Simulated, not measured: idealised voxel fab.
This is a process module. Its name is voxel double patterning.
Cross-section cut: width 160 nm, square cells of 5 nm.
A cross-section in this document is a grid of square cells, and it is written down as bands, the top band listed before the ones below it; a band is made up of one or more rows of cells. The entry gives the band's vertical extent as a top height and a bottom height in nm, then its horizontal make-up as materials from left to right, each with a width in nm. "empty" stands for empty space; a single material marked "edge to edge" fills the band edge to edge. Height is counted from the level 0, under which the received wafer is composed throughout of one material. The lowest of the bands is not closed at the bottom but continues downward, in the notation "0 and below". Width: "30->40" (first number = top row, second number = bottom row, same change from row to row of cells). A step reported as "everything unchanged" is a step in which no cell of the cross-section changed. "Fully sealed cavities" lists enclosed empty spaces (at least 8 cells, no open path upward to the top), each as width x height at distance from the left edge, in nm. Post-settings text on a step line: simulator's own remark regarding the step. overlay nm: right-of-plan distance of the mask on a masked step; negative values mean left-of-plan.

# Planned step list for the process
1,RECEIVE with material Si
2,CONFORMAL_DEP with material SiO2, thk nm 10
3,DIRECTIONAL_DEP with material W, thk nm 10
4,DIRECTIONAL_DEP with material SiCN, thk nm 5
5,DIRECTIONAL_DEP with material aC, thk nm 5
6,PATTERN with tone open, mask id FIRST, material resist, width nm 15, pitch nm 50, thk nm 30, overlay nm 0
7,DIRECTIONAL_ETCH with etch materials aC, depth nm 15
8,STRIP with etch materials resist
9,DIRECTIONAL_ETCH with etch materials SiCN, depth nm 5
10,STRIP with etch materials aC
11,DIRECTIONAL_DEP with material aC, thk nm 10
12,PATTERN with tone open, mask id SECOND, material resist, width nm 15, pitch nm 50, thk nm 30, overlay nm 0
13,DIRECTIONAL_ETCH with etch materials aC, depth nm 10
14,STRIP with etch materials resist
15,DIRECTIONAL_ETCH with etch materials SiCN, depth nm 5
16,STRIP with etch materials aC
17,DIRECTIONAL_ETCH with etch materials W, depth nm 10
18,STRIP with etch materials SiCN
Among the wafers covered here, the point of difference is the thk nm at step 5; their starting state is shared, and the plan presents the value of the first wafer.

# The first of several wafers, as received after step 1, seen in section
	0 and below | Si edge to edge
	Fully sealed cavities: none

# Quick look at the cross-section of the first of several wafers after step 18, which wraps up the module
	20 down to 10 | W (20) | empty (15) | W (10) | empty (15) | W (10) | empty (15) | W (10) | empty (15) | W (10) | empty (15) | W (25)
	10 down to 0 | SiO2 edge to edge
	0 and below | Si edge to edge
	Fully sealed cavities: none

# Cross-section, module end, final of several wafers
	20 down to 10 | W (45) | empty (15) | W (35) | empty (15) | W (50)
	10 down to 0 | SiO2 edge to edge
	0 and below | Si edge to edge
	Fully sealed cavities: none

# What follows is a table in which each wafer occupies a row; for the wafer as it stands at the close of the module, the row states, material by material, how many cells have been gained (+) or lost (-) since receipt, and then gives its closed voids
thk nm 5 | +64 SiO2 | +34 W | Fully sealed cavities: none
thk nm 10 | +64 SiO2 | +34 W | Fully sealed cavities: none
thk nm 15 | +64 SiO2 | +34 W | Fully sealed cavities: none
thk nm 20 | +64 SiO2 | +52 W | Fully sealed cavities: none
thk nm 25 | +64 SiO2 | +52 W | Fully sealed cavities: none
thk nm 30 | +64 SiO2 | +52 W | Fully sealed cavities: none
